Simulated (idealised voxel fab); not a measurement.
Module name: voxel tone inversion (process module)
The figure presents cross-section cut, which has a width of 225 nm and is divided into square cells with an edge length of 5 nm.
Bands, listed from the top down, are how a cross-section gets written in this document; the cross-section itself is a grid of square cells, and a band is one or more rows of them.
Basically the band line says how high the top is and how high the bottom is, in nm, and then what's in it from left to right, every material with its width in nm. Empty space shows up as "empty", and if a single material carries "full width" it runs the full band edge to edge.
Convention: height 0 is the level below which the wafer, as received, is all one material. The lowest band does not terminate at the bottom but continues downward, represented as "0 -> down".
So if you see something like "30->40" for the width, read it as the top row of the band sitting at the first number and the bottom row at the second, with every row in between moving by the same amount as the last.
A step reported as "no modification" is a step in which no cell of the cross-section changed.
Empty spaces without an open route to the top, at least 8 cells in extent, make up the entry "closed voids"; each is given as width x height at distance, where the distance is measured from the left edge, and all are in nm.
Post-settings text on a step line: simulator's own remark regarding the step.
For masked steps, "overlay nm" on the step line gives how far right of plan the mask actually lay; a minus sign means it lay to the left.

[The following list gives the planned process steps]
1) RECEIVE: material Si
2) CONFORMAL_DEP: material SiCN, thk nm 5
3) DIRECTIONAL_DEP: material polySi, thk nm 25
4) PATTERN: tone cover, mask id POSTS, material resist, width nm 25, pitch nm 50, thk nm 35, overlay nm -15
5) DIRECTIONAL_ETCH: etch materials polySi, depth nm 25
6) STRIP: etch materials resist
7) FILL_DEP: material lowk, thk nm 5
8) CMP: height nm 30
9) STRIP: etch materials polySi
Keep in mind the plan's value for the overlay nm of step 4 comes from the first wafer; the wafers don't share that setting, but they do share the same starting point.

[Cross-section of the first incoming wafer of several, state after step 1]
  0 -> down  Si full width
  closed voids: none

[Per wafer, end of module: cells gained (+) or lost (-) per material since receipt, then closed voids]
overlay nm -15, +45 SiCN, +175 lowk, closed voids: none
overlay nm -10, +45 SiCN, +175 lowk, closed voids: none
overlay nm -5, +45 SiCN, +175 lowk, closed voids: none
overlay nm 0, +45 SiCN, +175 lowk, closed voids: none
overlay nm 5, +45 SiCN, +175 lowk, closed voids: none
overlay nm 10, +45 SiCN, +175 lowk, closed voids: none
overlay nm 15, +45 SiCN, +175 lowk, closed voids: none
